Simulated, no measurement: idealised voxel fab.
process module | voxel lift off
cross-section cut | 295 nm wide | cells 5 nm
A cross-section is a grid of square cells, given in bands from the top down. A band is one or more rows of cells.
Each band's line starts with the height of the band's top and of its bottom, in nm. Then come its materials from left to right, each with its width in nm. One material with "throughout" fills the band from edge to edge. "air" is empty space.
Height 0 is the level under which the wafer as received is all one material. The lowest band goes on downwards, as in "0 down".
A width such as "30 to 40" changes by the same amount from each row of cells to the next, from the band's top row to its bottom row.
"no change" after a step means that no cell of the cross-section changed.
closed voids: empty space of 8 cells or more with no open way to the top, each as width x height at its distance from the left edge, in nm
after a step's settings: what the simulator itself notes on the step
overlay nm, on a step with a mask: how far to the right of its planned place the mask lay; to the left if negative
plan
1 op RECEIVE | material Si
2 op CONFORMAL_DEP | material SiN | thk nm 15
3 op PATTERN | tone open | mask id LINES | material resist | width nm 20 | pitch nm 35 | thk nm 30 | overlay nm 0
4 op DIRECTIONAL_DEP | material Ru | thk nm 15
5 op STRIP | etch materials resist
6 op CONFORMAL_DEP | material SiN | thk nm 5
as received, after step 1
  0 down: Si throughout
  closed voids: none
a wafer at the end: this start, this plan, one mistake
  50 to 45: air 115 | SiN 30 | air 5 | SiN 30 | air 115
  45 to 35: air 115 | SiN 5 | Ru 20 | SiN 5 | air 5 | SiN 5 | Ru 20 | SiN 5 | air 115
  35 to 30: SiN 120 | Ru 20 | SiN 15 | Ru 20 | SiN 120
  30 to 0: SiN throughout
  0 down: Si throughout
  closed voids: none
what went wrong: step 2 was run twice
